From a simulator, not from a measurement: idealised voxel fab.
Module name: voxel self aligned contacts (process module)
Xsec cut, 235 nm wide, square cell size 5 nm.
When this document writes out a cross-section, it uses a grid of square cells and lists it as bands, beginning at the top and moving down, with a band standing for one or more rows of cells.
Band entry format. Leading values: height of top, height of bottom, nm. Remainder: materials in left-to-right order, each with its width in nm. Special words: "throughout" on a single material, which then fills the band edge to edge; "empty", empty space.
A quick word on heights: they are counted from 0, and under that level the wafer as it came to us is one material throughout. The lowest band is different from the rest in having no bottom; it simply continues downward, written as in "top 0, no bottom".
The expression "30->40" gives the width at the extremes of the band, the first number at its top row of cells and the second at its bottom row, with the width changing by equal amounts from each row to the next in between.
You'll sometimes find "no change occurred" written for a step, and that's the way of saying that nowhere in the cross-section did a cell change during that step.
Empty spaces without an open route to the top, at least 8 cells in extent, make up the entry "Trapped cavities"; each is given as width x height at distance, where the distance is measured from the left edge, and all are in nm.
after a step's settings: what the simulator itself notes on the step
overlay nm, on a step with a mask: how far to the right of its planned place the mask lay; to the left if negative

[This section lists the process steps that were planned]
1 op RECEIVE | material Si
2 op CONFORMAL_DEP | material SiO2 | thk nm 5
3 op DIRECTIONAL_DEP | material polySi | thk nm 20
4 op DIRECTIONAL_DEP | material SiN | thk nm 25
5 op MASKED_ETCH | tone cover | mask id GATE | width nm 25 | pitch nm 65 | etch materials SiN | depth nm 25 | overlay nm 0
6 op MASKED_ETCH | tone cover | mask id GATE | width nm 25 | pitch nm 65 | etch materials polySi | depth nm 20 | overlay nm 0
7 op CONFORMAL_DEP | material SiN | thk nm 10
8 op DIRECTIONAL_ETCH | etch materials SiN | depth nm 10
9 op FILL_DEP | material SiO2 | thk nm 15
10 op CMP | height nm 60
11 op PATTERN | tone open | mask id CONTACT | material resist | width nm 50 | pitch nm 65 | thk nm 20 | overlay nm 0
12 op DIRECTIONAL_ETCH | etch materials SiO2 | depth nm 60
13 op STRIP | etch materials resist
14 op CONFORMAL_DEP | material TiN | thk nm 5
15 op FILL_DEP | material Ru | thk nm 10
16 op CMP | height nm 60
17 op CONFORMAL_DEP | material SiCN | thk nm 5

[First of two wafers - as planned]

[Cross-sectional view of the wafer in its as-received condition, corresponding to the state after step 1]
* top 0, no bottom: Si throughout
* Trapped cavities: none

[Step 2 done - wafer cross-section]
* top 5, bottom 0: SiO2 throughout
* below 0: unchanged

[Step 3 done - wafer cross-section]
* top 25, bottom 5: polySi throughout
* below 5: unchanged

[Step 4 done - wafer cross-section]
* top 50, bottom 25: SiN throughout
* below 25: unchanged

[Step 5 done - wafer cross-section]
* top 50, bottom 25: empty=40, SiN=25, empty=40, SiN=25, empty=40, SiN=25, empty=40
* below 25: unchanged

[Step 6 done - wafer cross-section]
* top 50, bottom 25: empty=40, SiN=25, empty=40, SiN=25, empty=40, SiN=25, empty=40
* top 25, bottom 5: empty=40, polySi=25, empty=40, polySi=25, empty=40, polySi=25, empty=40
* below 5: unchanged

[Step 7 done - wafer cross-section]
* top 60, bottom 25: empty=30, SiN=45, empty=20, SiN=45, empty=20, SiN=45, empty=30
* top 25, bottom 15: empty=30, SiN=10, polySi=25, SiN=10, empty=20, SiN=10, polySi=25, SiN=10, empty=20, SiN=10, polySi=25, SiN=10, empty=30
* top 15, bottom 5: SiN=40, polySi=25, SiN=40, polySi=25, SiN=40, polySi=25, SiN=40
* below 5: unchanged

[Step 8 done - wafer cross-section]
* top 50, bottom 25: empty=30, SiN=45, empty=20, SiN=45, empty=20, SiN=45, empty=30
* top 25, bottom 5: empty=30, SiN=10, polySi=25, SiN=10, empty=20, SiN=10, polySi=25, SiN=10, empty=20, SiN=10, polySi=25, SiN=10, empty=30
* below 5: unchanged

[Step 9 done - wafer cross-section]
* top 65, bottom 50: SiO2 throughout
* top 50, bottom 25: SiO2=30, SiN=45, SiO2=20, SiN=45, SiO2=20, SiN=45, SiO2=30
* top 25, bottom 5: SiO2=30, SiN=10, polySi=25, SiN=10, SiO2=20, SiN=10, polySi=25, SiN=10, SiO2=20, SiN=10, polySi=25, SiN=10, SiO2=30
* below 5: unchanged

[Step 10 done - wafer cross-section]
* top 60, bottom 50: SiO2 throughout
* below 50: unchanged

[Step 11 done - wafer cross-section]
* top 80, bottom 60: resist=60, empty=50, resist=15, empty=50, resist=60
* below 60: unchanged

[Step 12 done - wafer cross-section]
* top 80, bottom 60: resist=60, empty=50, resist=15, empty=50, resist=60
* top 60, bottom 50: SiO2=60, empty=50, SiO2=15, empty=50, SiO2=60
* top 50, bottom 25: SiO2=30, SiN=45, empty=20, SiN=45, empty=20, SiN=45, SiO2=30
* top 25, bottom 5: SiO2=30, SiN=10, polySi=25, SiN=10, empty=20, SiN=10, polySi=25, SiN=10, empty=20, SiN=10, polySi=25, SiN=10, SiO2=30
* top 5, bottom 0: SiO2=75, empty=20, SiO2=45, empty=20, SiO2=75
* below 0: unchanged

[Step 13 done - wafer cross-section]
* top 60, bottom 50: SiO2=60, empty=50, SiO2=15, empty=50, SiO2=60
* below 50: unchanged

[Step 14 done - wafer cross-section]
* top 65, bottom 60: TiN=65, empty=40, TiN=25, empty=40, TiN=65
* top 60, bottom 50: SiO2=60, TiN=5->20, empty=40->10, TiN=5->20, SiO2=15, TiN=5->20, empty=40->10, TiN=5->20, SiO2=60
* top 50, bottom 25: SiO2=30, SiN=45, TiN=5, empty=10, TiN=5, SiN=45, TiN=5, empty=10, TiN=5, SiN=45, SiO2=30
* top 25, bottom 5: SiO2=30, SiN=10, polySi=25, SiN=10, TiN=5, empty=10, TiN=5, SiN=10, polySi=25, SiN=10, TiN=5, empty=10, TiN=5, SiN=10, polySi=25, SiN=10, SiO2=30
* top 5, bottom 0: SiO2=75, TiN=20, SiO2=45, TiN=20, SiO2=75
* below 0: unchanged

[Step 15 done - wafer cross-section]
* top 75, bottom 65: Ru throughout
* top 65, bottom 60: TiN=65, Ru=40, TiN=25, Ru=40, TiN=65
* top 60, bottom 50: SiO2=60, TiN=5->20, Ru=40->10, TiN=5->20, SiO2=15, TiN=5->20, Ru=40->10, TiN=5->20, SiO2=60
* top 50, bottom 25: SiO2=30, SiN=45, TiN=5, Ru=10, TiN=5, SiN=45, TiN=5, Ru=10, TiN=5, SiN=45, SiO2=30
* top 25, bottom 5: SiO2=30, SiN=10, polySi=25, SiN=10, TiN=5, Ru=10, TiN=5, SiN=10, polySi=25, SiN=10, TiN=5, Ru=10, TiN=5, SiN=10, polySi=25, SiN=10, SiO2=30
* below 5: unchanged

[Step 16 done - wafer cross-section]
* top 60, bottom 50: SiO2=60, TiN=5->20, Ru=40->10, TiN=5->20, SiO2=15, TiN=5->20, Ru=40->10, TiN=5->20, SiO2=60
* below 50: unchanged

[Step 17 done - wafer cross-section]
* top 65, bottom 60: SiCN throughout
* below 60: unchanged

[Now the other wafer: same start, same recipe, but we messed up one thing when running it. Up to and including step 16 it's the same as the first one]

[X-section, second wafer, when step 17 was due to finish]
* top 65, bottom 60: SiO2 throughout
* below 60: unchanged
Error vs. plan: step 17 was not run as planned; what actually ran was op CONFORMAL_DEP | material SiO2 | thk nm 5
Final tally in cells, some materials are higher or lower on the second wafer than on the first: SiCN -47 | SiO2 +47
